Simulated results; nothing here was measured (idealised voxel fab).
Proc. module: voxel ribs on slabs
Section cut is 160 nm wide and gridded with 5 nm square cells.
Just so we're on the same page, the cross-sections are grids of square cells, and they're listed out in bands top to bottom, each band one or more rows deep. What a band's entry tells you: where the top is and where the bottom is, as heights in nm, and after that what lies inside, material by material from left to right, each with its width in nm. Empty space is written as the word "blank", and a single material marked with the word "throughout" occupies the band from edge to edge. Zero point of the height axis is 0; under it, received wafer = one material. Lowest band: continues down indefinitely, "from 0 down". Width "30..40": first value at the band's top row of cells, second value at its bottom row, equal change from row to row. Step marked "identical to before"? Then no cell in the cross-section changed in it. Any empty space of 8 cells or more lacking an open way to the top shows up in "Listed closed voids" as width x height at distance, distance from the left edge, in nm. That trailing text on a step's line, after the settings, is the simulator's own remark on the step. Steps that use a mask can have "overlay nm" on their line. It says how far the mask sat to the right of where it was meant to be. Negative means to the left.
Process steps foreseen in the plan
- 1: RECEIVE: material Si
- 2: DIRECTIONAL_DEP: material SiO2, thk nm 20
- 3: DIRECTIONAL_DEP: material polySi, thk nm 20
- 4: MASKED_ETCH: tone cover, mask id RIB, width nm 30, etch materials polySi, depth nm 5, overlay nm 0
- 5: PATTERN: tone cover, mask id SLAB, material resist, width nm 80, thk nm 20, overlay nm 0
- 6: DIRECTIONAL_ETCH: etch materials polySi, depth nm 15
- 7: STRIP: etch materials resist
- 8: FILL_DEP: material SiO2, thk nm 20
- 9: CMP: height nm 55
- 10: DIRECTIONAL_DEP: material W, thk nm 10
- 11: MASKED_ETCH: tone cover, mask id HEATER, width nm 40, etch materials W, depth nm 10, overlay nm 0
- 12: CONFORMAL_DEP: material SiN, thk nm 5
Shown in cross-section is the wafer as received, that is, as it stands after step 1
	from 0 down  Si throughout
	Listed closed voids: none
The module was run from the start shown above using the plan shown above, but one mistake was made doing it; the resulting wafer cross-section is below
	from 70 to 65  blank (55)  SiN (50)  blank (55)
	from 65 to 60  blank (55)  SiN (5)  W (40)  SiN (5)  blank (55)
	from 60 to 55  SiN (60)  W (40)  SiN (60)
	from 55 to 40  SiO2 (40)  polySi (80)  SiO2 (40)
	from 40 to 20  polySi throughout
	from 20 to 0  SiO2 throughout
	from 0 down  Si throughout
	Listed closed voids: none
Against the plan, the run slipped here: step 3 of the plan was carried out twice
